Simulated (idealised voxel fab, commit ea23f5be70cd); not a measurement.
process module | voxel trench capacitor
cross-section cut | 255 nm wide | cells 5 nm
A cross-section is a grid of square cells, given in bands from the top down. A band is one or more rows of cells.
Each band's line starts with the height of the band's top and of its bottom, in nm. Then come its materials from left to right, each with its width in nm. One material with "throughout" fills the band from edge to edge. "air" is empty space.
Height 0 is the level under which the wafer as received is all one material. The lowest band goes on downwards, as in "0 down".
A width such as "30 to 40" changes by the same amount from each row of cells to the next, from the band's top row to its bottom row.
"no change" after a step means that no cell of the cross-section changed.
closed voids: empty space of 8 cells or more with no open way to the top, each as width x height at its distance from the left edge, in nm
after a step's settings: what the simulator itself notes on the step
overlay nm, on a step with a mask: how far to the right of its planned place the mask lay; to the left if negative
plan
1 op RECEIVE | material Si
2 op CONFORMAL_DEP | material SiN | thk nm 10
3 op PATTERN | tone open | mask id TRENCH | material resist | width nm 25 | pitch nm 50 | thk nm 20 | overlay nm 0
4 op DIRECTIONAL_ETCH | etch materials SiN | depth nm 10
5 op DIRECTIONAL_ETCH | etch materials Si | depth nm 30
6 op STRIP | etch materials resist
7 op CONFORMAL_DEP | material Al2O3 | thk nm 5
8 op CONFORMAL_DEP | material TiN | thk nm 5
9 op FILL_DEP | material W | thk nm 10
10 op CMP | height nm 10
as received, after step 1
  0 down: Si throughout
  closed voids: none
a wafer at the end: this start, this plan, one mistake
  10 to 0: SiN 40 | Al2O3 5 | TiN 5 | W 5 | TiN 5 | Al2O3 5 | SiN 25 | Al2O3 5 | TiN 5 | W 5 | TiN 5 | Al2O3 5 | SiN 25 | Al2O3 5 | TiN 5 | W 5 | TiN 5 | Al2O3 5 | SiN 25 | Al2O3 5 | TiN 5 | W 5 | TiN 5 | Al2O3 5 | SiN 40
  0 to -50: Si 40 | Al2O3 5 | TiN 5 | W 5 | TiN 5 | Al2O3 5 | Si 25 | Al2O3 5 | TiN 5 | W 5 | TiN 5 | Al2O3 5 | Si 25 | Al2O3 5 | TiN 5 | W 5 | TiN 5 | Al2O3 5 | Si 25 | Al2O3 5 | TiN 5 | W 5 | TiN 5 | Al2O3 5 | Si 40
  -50 to -55: Si 40 | Al2O3 5 | TiN 15 | Al2O3 5 | Si 25 | Al2O3 5 | TiN 15 | Al2O3 5 | Si 25 | Al2O3 5 | TiN 15 | Al2O3 5 | Si 25 | Al2O3 5 | TiN 15 | Al2O3 5 | Si 40
  -55 to -60: Si 40 | Al2O3 25 | Si 25 | Al2O3 25 | Si 25 | Al2O3 25 | Si 25 | Al2O3 25 | Si 40
  -60 down: Si throughout
  closed voids: none
what went wrong: step 5 was run twice
